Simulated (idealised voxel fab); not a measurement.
A process module follows: voxel tone inversion.
Cross-sectional view cut (width: 155 nm; square cell size: 5 nm).
When this document writes out a cross-section, it uses a grid of square cells and lists it as bands, beginning at the top and moving down, with a band standing for one or more rows of cells. Heads up on the band format: heights come first, top then bottom, in nm. After that it's the materials left to right, each with its width in nm. A single material flagged "everywhere" fills the whole band edge to edge, and "empty" means there's empty space there. A quick word on heights: they are counted from 0, and under that level the wafer as it came to us is one material throughout. The lowest band is different from the rest in having no bottom; it simply continues downward, written as in "0..down". Graded width ("30->40"): value in top row of band = first number; value in bottom row = second number; row-to-row change constant. What does "identical to before" mean for a step? It means no cell of the cross-section changed in that step. For the entry "Closed void inventory", the listed items are empty spaces with no open way to the top whose size is 8 cells or more; each item follows the pattern width x height at distance, where distance is from the left edge and all three are in nm. Text after the settings on a step's line: the simulator's own remark on that step. overlay nm: right-of-plan distance of the mask on a masked step; negative values mean left-of-plan.
### Set out below are the planned steps of the process
step 1: RECEIVE (material Si)
step 2: CONFORMAL_DEP (material SiN; thk nm 5)
step 3: DIRECTIONAL_DEP (material polySi; thk nm 25)
step 4: PATTERN (tone cover; mask id POSTS; material resist; width nm 15; pitch nm 45; thk nm 30; overlay nm 0)
step 5: DIRECTIONAL_ETCH (etch materials polySi; depth nm 25)
step 6: STRIP (etch materials resist)
step 7: FILL_DEP (material SiO2; thk nm 10)
step 8: CMP (height nm 30)
step 9: STRIP (etch materials polySi)
step 10: CONFORMAL_DEP (material TiN; thk nm 5)
step 11: FILL_DEP (material W; thk nm 10)
step 12: CMP (height nm 30)
step 13: CONFORMAL_DEP (material SiN; thk nm 5)
### First of two wafers, with the run carried out as planned
### So this is the incoming wafer in cross-section - it's already been through step 1
- 0..down: Si everywhere
- Closed void inventory: none
### The wafer, seen in cross-section, after step 2
- 5..0: SiN everywhere
- No changes below 0.
### The wafer, seen in cross-section, after step 3
- 30..5: polySi everywhere
- No changes below 5.
### The wafer, seen in cross-section, after step 4
- 60..30: 45 nm empty  15 nm resist  30 nm empty  15 nm resist  50 nm empty
- No changes below 30.
### The wafer, seen in cross-section, after step 5
- 60..30: 45 nm empty  15 nm resist  30 nm empty  15 nm resist  50 nm empty
- 30..5: 45 nm empty  15 nm polySi  30 nm empty  15 nm polySi  50 nm empty
- No changes below 5.
### The wafer, seen in cross-section, after step 6
- 30..5: 45 nm empty  15 nm polySi  30 nm empty  15 nm polySi  50 nm empty
- No changes below 5.
### The wafer, seen in cross-section, after step 7
- 40..30: SiO2 everywhere
- 30..5: 45 nm SiO2  15 nm polySi  30 nm SiO2  15 nm polySi  50 nm SiO2
- No changes below 5.
### The wafer, seen in cross-section, after step 8
- 30..5: 45 nm SiO2  15 nm polySi  30 nm SiO2  15 nm polySi  50 nm SiO2
- No changes below 5.
### The wafer, seen in cross-section, after step 9
- 30..5: 45 nm SiO2  15 nm empty  30 nm SiO2  15 nm empty  50 nm SiO2
- No changes below 5.
### The wafer, seen in cross-section, after step 10
- 35..30: 50 nm TiN  5 nm empty  40 nm TiN  5 nm empty  55 nm TiN
- 30..10: 45 nm SiO2  5 nm TiN  5 nm empty  5 nm TiN  30 nm SiO2  5 nm TiN  5 nm empty  5 nm TiN  50 nm SiO2
- 10..5: 45 nm SiO2  15 nm TiN  30 nm SiO2  15 nm TiN  50 nm SiO2
- No changes below 5.
### The wafer, seen in cross-section, after step 11
- 45..35: W everywhere
- 35..30: 50 nm TiN  5 nm W  40 nm TiN  5 nm W  55 nm TiN
- 30..10: 45 nm SiO2  5 nm TiN  5 nm W  5 nm TiN  30 nm SiO2  5 nm TiN  5 nm W  5 nm TiN  50 nm SiO2
- No changes below 10.
### The wafer, seen in cross-section, after step 12
- 30..10: 45 nm SiO2  5 nm TiN  5 nm W  5 nm TiN  30 nm SiO2  5 nm TiN  5 nm W  5 nm TiN  50 nm SiO2
- No changes below 10.
### The wafer, seen in cross-section, after step 13
- 35..30: SiN everywhere
- No changes below 30.
### Regarding the second of the two wafers: it shared the first wafer's starting condition and process plan, yet one error occurred during its execution. Its history coincides with that of the first wafer up to and including step 7
### Cross-section of the second wafer at the time step 8 of the plan should have ended
- 30..5: 45 nm SiO2  15 nm polySi  30 nm SiO2  15 nm polySi  50 nm SiO2
- No changes below 5.
### Cross-section of the second wafer at the time step 9 of the plan should have ended
- 30..5: 45 nm SiO2  15 nm empty  30 nm SiO2  15 nm empty  50 nm SiO2
- No changes below 5.
### Cross-section of the second wafer at the time step 10 of the plan should have ended
- 35..30: 50 nm TiN  5 nm empty  40 nm TiN  5 nm empty  55 nm TiN
- 30..10: 45 nm SiO2  5 nm TiN  5 nm empty  5 nm TiN  30 nm SiO2  5 nm TiN  5 nm empty  5 nm TiN  50 nm SiO2
- 10..5: 45 nm SiO2  15 nm TiN  30 nm SiO2  15 nm TiN  50 nm SiO2
- No changes below 5.
### Cross-section of the second wafer at the time step 11 of the plan should have ended
- 45..35: W everywhere
- 35..30: 50 nm TiN  5 nm W  40 nm TiN  5 nm W  55 nm TiN
- 30..10: 45 nm SiO2  5 nm TiN  5 nm W  5 nm TiN  30 nm SiO2  5 nm TiN  5 nm W  5 nm TiN  50 nm SiO2
- No changes below 10.
### Cross-section of the second wafer at the time step 12 of the plan should have ended
- 30..10: 45 nm SiO2  5 nm TiN  5 nm W  5 nm TiN  30 nm SiO2  5 nm TiN  5 nm W  5 nm TiN  50 nm SiO2
- No changes below 10.
### Cross-section of the second wafer at the time step 13 of the plan should have ended
- 35..30: SiN everywhere
- No changes below 30.
The mistake made against the process plan was this: the plan's step 8 ran twice
at the end the two cross-sections are the same: no effect in what this model computes
